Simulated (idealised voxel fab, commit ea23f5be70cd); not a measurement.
Process module heading - voxel spacer lines
Section cut is 270 nm wide and gridded with 5 nm square cells.
Cross-section layout: square cells on a grid; listed as bands, top to bottom; a band spans one or more cell rows. Top, bottom (nm), then materials left to right with widths (nm); lone material tagged "all across" fills the whole band edge to edge; "empty" = empty space. Basically, 0 is our baseline, since under it the wafer straight out of the box is all one material. The bottom band has no lower end and keeps on going down, so it looks like "0 -> down". A width such as "30..40" changes by the same amount from each row of cells to the next, from the band's top row to its bottom row. Given "remains unaltered" for a step, no cell of the cross-section differs between before and after that step. In "Closed cavity list" the enclosed voids are listed, meaning empty spaces of 8 cells or larger without any opening to the top. The form is width x height at distance, distance from the left edge, units nm. Anything after a step's settings on that line? It's the simulator's own note about the step. Steps that use a mask can have "overlay nm" on their line. It says how far the mask sat to the right of where it was meant to be. Negative means to the left.
Set out below are the planned steps of the process
1,RECEIVE: material Si
2,CONFORMAL_DEP: material Al2O3, thk nm 5
3,DIRECTIONAL_DEP: material SiN, thk nm 15
4,DIRECTIONAL_DEP: material aC, thk nm 20
5,PATTERN: tone cover, mask id MANDREL, material resist, width nm 25, pitch nm 70, thk nm 25, overlay nm 0
6,DIRECTIONAL_ETCH: etch materials aC, depth nm 20
7,STRIP: etch materials resist
8,CONFORMAL_DEP: material SiO2, thk nm 10
9,DIRECTIONAL_ETCH: etch materials SiO2, depth nm 10
10,STRIP: etch materials aC
11,DIRECTIONAL_ETCH: etch materials SiN, depth nm 15
12,STRIP: etch materials SiO2
13,FILL_DEP: material SiO2, thk nm 10
14,CMP: height nm 20
Incoming wafer in cross-section (state: after step 1)
- 0 -> down = Si all across
- Closed cavity list: none
Here's the wafer cut in cross-section after the module, started and planned just like above, except one thing was done wrong in the run
- 20 -> 5 = Al2O3 40 | SiN 10 | Al2O3 25 | SiN 10 | Al2O3 25 | SiN 10 | Al2O3 25 | SiN 10 | Al2O3 25 | SiN 10 | Al2O3 25 | SiN 10 | Al2O3 45
- 5 -> 0 = Al2O3 all across
- 0 -> down = Si all across
- Closed cavity list: none
The plan and the run diverged here: the process deviated at step 13: the operation and settings actually run there were FILL_DEP: material Al2O3, thk nm 10
